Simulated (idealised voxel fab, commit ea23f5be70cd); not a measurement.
process module | voxel gate over fins
cross-section cut | 215 nm wide | cells 5 nm
A cross-section is a grid of square cells, given in bands from the top down. A band is one or more rows of cells.
Each band's line starts with the height of the band's top and of its bottom, in nm. Then come its materials from left to right, each with its width in nm. One material with "throughout" fills the band from edge to edge. "air" is empty space.
Height 0 is the level under which the wafer as received is all one material. The lowest band goes on downwards, as in "0 down".
A width such as "30 to 40" changes by the same amount from each row of cells to the next, from the band's top row to its bottom row.
"no change" after a step means that no cell of the cross-section changed.
closed voids: empty space of 8 cells or more with no open way to the top, each as width x height at its distance from the left edge, in nm
after a step's settings: what the simulator itself notes on the step
overlay nm, on a step with a mask: how far to the right of its planned place the mask lay; to the left if negative
plan
1 op RECEIVE | material Si
2 op CONFORMAL_DEP | material SiN | thk nm 10
3 op DIRECTIONAL_DEP | material aC | thk nm 10
4 op PATTERN | tone cover | mask id FINS | material resist | width nm 15 | pitch nm 35 | thk nm 30 | overlay nm 0
5 op DIRECTIONAL_ETCH | etch materials aC | depth nm 10
6 op STRIP | etch materials resist
7 op DIRECTIONAL_ETCH | etch materials SiN | depth nm 10
8 op DIRECTIONAL_ETCH | etch materials Si | depth nm 35
9 op STRIP | etch materials aC
10 op FILL_DEP | material SiO2 | thk nm 15
11 op CMP | height nm 10
12 op SELECTIVE_ETCH | etch materials SiO2 | depth nm 20
13 op STRIP | etch materials SiN
14 op CONFORMAL_DEP | material HfO2 | thk nm 5
15 op CONFORMAL_DEP | material TiN | thk nm 5
16 op CONFORMAL_DEP | material TiAl | thk nm 5
17 op CONFORMAL_DEP | material TiN | thk nm 5
18 op FILL_DEP | material W | thk nm 10
19 op CMP | height nm 25
20 op CONFORMAL_DEP | material SiN | thk nm 10
first wafer, as planned
as received, after step 1
  0 down: Si throughout
  closed voids: none
after step 2
  10 to 0: SiN throughout
  below 0: unchanged
after step 3
  20 to 10: aC throughout
  below 10: unchanged
after step 4
  50 to 20: air 80 | resist 15 | air 20 | resist 15 | air 85
  below 20: unchanged
after step 5
  40 to 20: air 80 | resist 15 | air 20 | resist 15 | air 85
  20 to 10: air 80 | aC 15 | air 20 | aC 15 | air 85
  below 10: unchanged
after step 6
  20 to 10: air 80 | aC 15 | air 20 | aC 15 | air 85
  below 10: unchanged
after step 7
  20 to 10: air 80 | aC 15 | air 20 | aC 15 | air 85
  10 to 0: air 80 | SiN 15 | air 20 | SiN 15 | air 85
  below 0: unchanged
after step 8
  20 to 10: air 80 | aC 15 | air 20 | aC 15 | air 85
  10 to 0: air 80 | SiN 15 | air 20 | SiN 15 | air 85
  0 to -35: air 80 | Si 15 | air 20 | Si 15 | air 85
  below -35: unchanged
after step 9
  10 to 0: air 80 | SiN 15 | air 20 | SiN 15 | air 85
  below 0: unchanged
after step 10
  25 to 10: SiO2 throughout
  10 to 0: SiO2 80 | SiN 15 | SiO2 20 | SiN 15 | SiO2 85
  0 to -35: SiO2 80 | Si 15 | SiO2 20 | Si 15 | SiO2 85
  below -35: unchanged
after step 11
  10 to 0: SiO2 80 | SiN 15 | SiO2 20 | SiN 15 | SiO2 85
  below 0: unchanged
after step 12
  10 to 0: air 80 | SiN 15 | air 20 | SiN 15 | air 85
  0 to -10: air 80 | Si 15 | air 20 | Si 15 | air 85
  below -10: unchanged
after step 13
  0 to -10: air 80 | Si 15 | air 20 | Si 15 | air 85
  below -10: unchanged
after step 14
  5 to 0: air 75 | HfO2 25 | air 10 | HfO2 25 | air 80
  0 to -5: air 75 | HfO2 5 | Si 15 | HfO2 5 | air 10 | HfO2 5 | Si 15 | HfO2 5 | air 80
  -5 to -10: HfO2 80 | Si 15 | HfO2 20 | Si 15 | HfO2 85
  below -10: unchanged
after step 15
  10 to 5: air 70 | TiN 70 | air 75
  5 to 0: air 70 | TiN 5 | HfO2 25 | TiN 10 | HfO2 25 | TiN 5 | air 75
  0 to -5: TiN 75 | HfO2 5 | Si 15 | HfO2 5 | TiN 10 | HfO2 5 | Si 15 | HfO2 5 | TiN 80
  below -5: unchanged
after step 16
  15 to 10: air 65 | TiAl 80 | air 70
  10 to 5: air 65 | TiAl 5 | TiN 70 | TiAl 5 | air 70
  5 to 0: TiAl 70 | TiN 5 | HfO2 25 | TiN 10 | HfO2 25 | TiN 5 | TiAl 75
  below 0: unchanged
after step 17
  20 to 15: air 60 | TiN 90 | air 65
  15 to 10: air 60 | TiN 5 | TiAl 80 | TiN 5 | air 65
  10 to 5: TiN 65 | TiAl 5 | TiN 70 | TiAl 5 | TiN 70
  below 5: unchanged
after step 18
  30 to 20: W throughout
  20 to 15: W 60 | TiN 90 | W 65
  15 to 10: W 60 | TiN 5 | TiAl 80 | TiN 5 | W 65
  below 10: unchanged
after step 19
  25 to 20: W throughout
  below 20: unchanged
after step 20
  35 to 25: SiN throughout
  below 25: unchanged
second wafer: like start, like plan, one mistake. Through step 11 it matches the first wafer
when step 12 should have ended
  10 to 0: air 80 | SiN 15 | air 20 | SiN 15 | air 85
  0 to -30: air 80 | Si 15 | air 20 | Si 15 | air 85
  below -30: unchanged
when step 13 should have ended
  0 to -30: air 80 | Si 15 | air 20 | Si 15 | air 85
  below -30: unchanged
when step 14 should have ended
  5 to 0: air 75 | HfO2 25 | air 10 | HfO2 25 | air 80
  0 to -25: air 75 | HfO2 5 | Si 15 | HfO2 5 | air 10 | HfO2 5 | Si 15 | HfO2 5 | air 80
  -25 to -30: HfO2 80 | Si 15 | HfO2 20 | Si 15 | HfO2 85
  below -30: unchanged
when step 15 should have ended
  10 to 5: air 70 | TiN 70 | air 75
  5 to 0: air 70 | TiN 5 | HfO2 25 | TiN 10 | HfO2 25 | TiN 5 | air 75
  0 to -20: air 70 | TiN 5 | HfO2 5 | Si 15 | HfO2 5 | TiN 10 | HfO2 5 | Si 15 | HfO2 5 | TiN 5 | air 75
  -20 to -25: TiN 75 | HfO2 5 | Si 15 | HfO2 5 | TiN 10 | HfO2 5 | Si 15 | HfO2 5 | TiN 80
  below -25: unchanged
when step 16 should have ended
  15 to 10: air 65 | TiAl 80 | air 70
  10 to 5: air 65 | TiAl 5 | TiN 70 | TiAl 5 | air 70
  5 to 0: air 65 | TiAl 5 | TiN 5 | HfO2 25 | TiN 10 | HfO2 25 | TiN 5 | TiAl 5 | air 70
  0 to -15: air 65 | TiAl 5 | TiN 5 | HfO2 5 | Si 15 | HfO2 5 | TiN 10 | HfO2 5 | Si 15 | HfO2 5 | TiN 5 | TiAl 5 | air 70
  -15 to -20: TiAl 70 | TiN 5 | HfO2 5 | Si 15 | HfO2 5 | TiN 10 | HfO2 5 | Si 15 | HfO2 5 | TiN 5 | TiAl 75
  below -20: unchanged
when step 17 should have ended
  20 to 15: air 60 | TiN 90 | air 65
  15 to 10: air 60 | TiN 5 | TiAl 80 | TiN 5 | air 65
  10 to 5: air 60 | TiN 5 | TiAl 5 | TiN 70 | TiAl 5 | TiN 5 | air 65
  5 to 0: air 60 | TiN 5 | TiAl 5 | TiN 5 | HfO2 25 | TiN 10 | HfO2 25 | TiN 5 | TiAl 5 | TiN 5 | air 65
  0 to -10: air 60 | TiN 5 | TiAl 5 | TiN 5 | HfO2 5 | Si 15 | HfO2 5 | TiN 10 | HfO2 5 | Si 15 | HfO2 5 | TiN 5 | TiAl 5 | TiN 5 | air 65
  -10 to -15: TiN 65 | TiAl 5 | TiN 5 | HfO2 5 | Si 15 | HfO2 5 | TiN 10 | HfO2 5 | Si 15 | HfO2 5 | TiN 5 | TiAl 5 | TiN 70
  below -15: unchanged
when step 18 should have ended
  30 to 20: W throughout
  20 to 15: W 60 | TiN 90 | W 65
  15 to 10: W 60 | TiN 5 | TiAl 80 | TiN 5 | W 65
  10 to 5: W 60 | TiN 5 | TiAl 5 | TiN 70 | TiAl 5 | TiN 5 | W 65
  5 to 0: W 60 | TiN 5 | TiAl 5 | TiN 5 | HfO2 25 | TiN 10 | HfO2 25 | TiN 5 | TiAl 5 | TiN 5 | W 65
  0 to -10: W 60 | TiN 5 | TiAl 5 | TiN 5 | HfO2 5 | Si 15 | HfO2 5 | TiN 10 | HfO2 5 | Si 15 | HfO2 5 | TiN 5 | TiAl 5 | TiN 5 | W 65
  below -10: unchanged
when step 19 should have ended
  25 to 20: W throughout
  below 20: unchanged
when step 20 should have ended
  35 to 25: SiN throughout
  below 25: unchanged
what went wrong: step 12 was run twice
at the end the second wafer has, in cells: 16 more of HfO2 | 148 fewer of SiO2 | 8 more of TiAl | 24 more of TiN | 100 more of W
